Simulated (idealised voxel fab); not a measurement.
Presented below is a process module, voxel ribs on slabs.
FYI the section here is cut, 265 nm wide, cells are 5 nm squares.
The cross-sections in this document take the form of a grid made of square cells. They are written out as bands, in order from top to bottom. Each band consists of one or more rows of cells.
Top height, bottom height, nm. Materials left to right, width each, nm. Single material + "full width" = fills band edge to edge. "air" = empty.
Height datum 0, below which the as-received substrate wafer is one material. Lowest band open at the bottom, running downward: "z 0 and below".
Read "30..40" as a graded width: first number on top, second number at the bottom, same change between each pair of neighbouring rows.
"no modification" for a step: no cell of the cross-section changed in that step.
In "Fully sealed voids" the enclosed voids are listed, meaning empty spaces of 8 cells or larger without any opening to the top. The form is width x height at distance, distance from the left edge, units nm.
Heads up: the bit after the settings on a step's line is the simulator's remark on that step.
overlay nm: where the mask lay relative to plan, measured to the right, on steps with a mask; negatives go left.
PROCESS STEPS FORESEEN IN THE PLAN
1: op RECEIVE | material Si
2: op DIRECTIONAL_DEP | material SiO2 | thk nm 30
3: op DIRECTIONAL_DEP | material SiN | thk nm 15
4: op PATTERN | tone cover | mask id RIB | material resist | width nm 20 | thk nm 20 | overlay nm 0
5: op DIRECTIONAL_ETCH | etch materials SiN | depth nm 10
6: op STRIP | etch materials resist
7: op PATTERN | tone cover | mask id SLAB | material resist | width nm 80 | thk nm 20 | overlay nm 0
8: op DIRECTIONAL_ETCH | etch materials SiN | depth nm 5
9: op STRIP | etch materials resist
10: op FILL_DEP | material SiO2 | thk nm 20
11: op CMP | height nm 55
12: op DIRECTIONAL_DEP | material W | thk nm 5
13: op DIRECTIONAL_DEP | material aC | thk nm 15
14: op PATTERN | tone cover | mask id HEATER | material resist | width nm 30 | thk nm 30 | overlay nm 0
15: op DIRECTIONAL_ETCH | etch materials aC | depth nm 15
16: op STRIP | etch materials resist
17: op DIRECTIONAL_ETCH | etch materials W | depth nm 5
18: op STRIP | etch materials aC
19: op CONFORMAL_DEP | material SiO2 | thk nm 10
CROSS-SECTION OF THE WAFER UPON ARRIVAL, REPRESENTING THE STATE REACHED AFTER STEP 1
z 0 and below = Si full width
Fully sealed voids: none
BELOW IS THE WAFER IN CROSS-SECTION AFTER THE MODULE WAS COMPLETED. IT BEGAN FROM THE STARTING POINT SHOWN ABOVE AND FOLLOWED THE PLAN SHOWN ABOVE, EXCEPT THAT ONE MISTAKE WAS MADE WHILE RUNNING IT
z 70 to 65 = 105 air / 50 SiO2 / 110 air
z 65 to 60 = SiO2 full width
z 60 to 55 = 115 SiO2 / 30 W / 120 SiO2
z 55 to 45 = SiO2 full width
z 45 to 35 = 110 SiO2 / 20 SiN / 135 SiO2
z 35 to 30 = 90 SiO2 / 80 SiN / 95 SiO2
z 30 to 0 = SiO2 full width
z 0 and below = Si full width
Fully sealed voids: none
So what did we get wrong on this run? note that step 4 departed from the planned setting and was carried out as op PATTERN | tone cover | mask id RIB | material resist | width nm 20 | thk nm 20 | overlay nm -10
